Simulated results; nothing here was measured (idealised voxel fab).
The following is a process module called voxel self aligned vias.
The cross-section shown here is cut; it is 220 nm wide and divided into square cells measuring 5 nm on a side.
Cross-section layout: square cells on a grid; listed as bands, top to bottom; a band spans one or more cell rows.
This entry defines a band. It first specifies the height of the band's top and the height of its bottom in nm, and then specifies the band's materials from left to right, stating each material with its width in nm. The word "edge to edge" identifies a single material that fills the band from edge to edge, while the word "air" identifies empty space.
We count height from 0. Below that, the starting wafer is all one material. The lowest band never ends at the bottom but goes on down; see "0 nm and below" for how that is written.
The width entry "30..40" should be interpreted row by row: the top row of cells in the band takes the first number, the bottom row takes the second number, and the change between adjacent rows is uniform throughout.
For the purposes of this document, the phrase "remained the same" attached to a step denotes that no cell within the cross-section was modified by that step.
"Voids lacking openings": empty spaces of 8 cells or more with no open way to the top, each given as width x height at distance, distance from the left edge, all in nm.
The remark found on a step's line after its settings is issued by the simulator itself and pertains to that step.
What "overlay nm" on a step's line means: if the step has a mask, that mask lay this far to the right of its planned place, or, when the value is negative, to the left.

### Listed below are the process steps as planned
- 1: RECEIVE (material Si)
- 2: CONFORMAL_DEP (material SiO2; thk nm 15)
- 3: CONFORMAL_DEP (material SiCN; thk nm 5)
- 4: DIRECTIONAL_DEP (material lowk; thk nm 20)
- 5: DIRECTIONAL_DEP (material aC; thk nm 10)
- 6: PATTERN (tone open; mask id LINES; material resist; width nm 25; pitch nm 55; thk nm 25; overlay nm 0)
- 7: DIRECTIONAL_ETCH (etch materials aC; depth nm 10)
- 8: STRIP (etch materials resist)
- 9: DIRECTIONAL_ETCH (etch materials lowk; depth nm 20)
- 10: STRIP (etch materials aC)
- 11: CONFORMAL_DEP (material TiN; thk nm 5)
- 12: FILL_DEP (material W; thk nm 10)
- 13: CMP (height nm 40)
- 14: SELECTIVE_ETCH (etch materials W Ru TiN; depth nm 5)
- 15: FILL_DEP (material SiN; thk nm 10)
- 16: CMP (height nm 40)
- 17: DIRECTIONAL_DEP (material lowk; thk nm 20)
- 18: PATTERN (tone open; mask id VIAS; material resist; width nm 35; pitch nm 110; thk nm 15; overlay nm 0)
- 19: DIRECTIONAL_ETCH (etch materials lowk; depth nm 20)
- 20: DIRECTIONAL_ETCH (etch materials SiN; depth nm 5)
- 21: STRIP (etch materials resist)
- 22: CONFORMAL_DEP (material TiN; thk nm 5)
- 23: FILL_DEP (material Cu; thk nm 10)
- 24: CMP (height nm 50)
- 25: CONFORMAL_DEP (material SiN; thk nm 5)
Quick note for whoever runs this: the wafers start identical, but the height nm at step 24 isn't the same across them. The plan just shows what the first wafer had.

### Cross-section of the first of several wafers as received (after step 1)
0 nm and below  Si edge to edge
Voids lacking openings: none

### The following table contains a row per wafer, in which are reported, at the conclusion of the module, the cells of each material gained (+) or lost (-) since the wafer's receipt, with its closed voids given thereafter
height nm 50 | +16 Cu | +44 SiCN | +49 SiN | +132 SiO2 | +49 TiN | +18 W | +176 lowk | Voids lacking openings: none
height nm 55 | +26 Cu | +44 SiCN | +49 SiN | +132 SiO2 | +53 TiN | +18 W | +206 lowk | Voids lacking openings: none
height nm 60 | +36 Cu | +44 SiCN | +49 SiN | +132 SiO2 | +57 TiN | +18 W | +236 lowk | Voids lacking openings: none
height nm 65 | +46 Cu | +44 SiCN | +49 SiN | +132 SiO2 | +91 TiN | +18 W | +236 lowk | Voids lacking openings: none
height nm 70 | +90 Cu | +44 SiCN | +49 SiN | +132 SiO2 | +91 TiN | +18 W | +236 lowk | Voids lacking openings: none
height nm 75 | +134 Cu | +44 SiCN | +49 SiN | +132 SiO2 | +91 TiN | +18 W | +236 lowk | Voids lacking openings: none
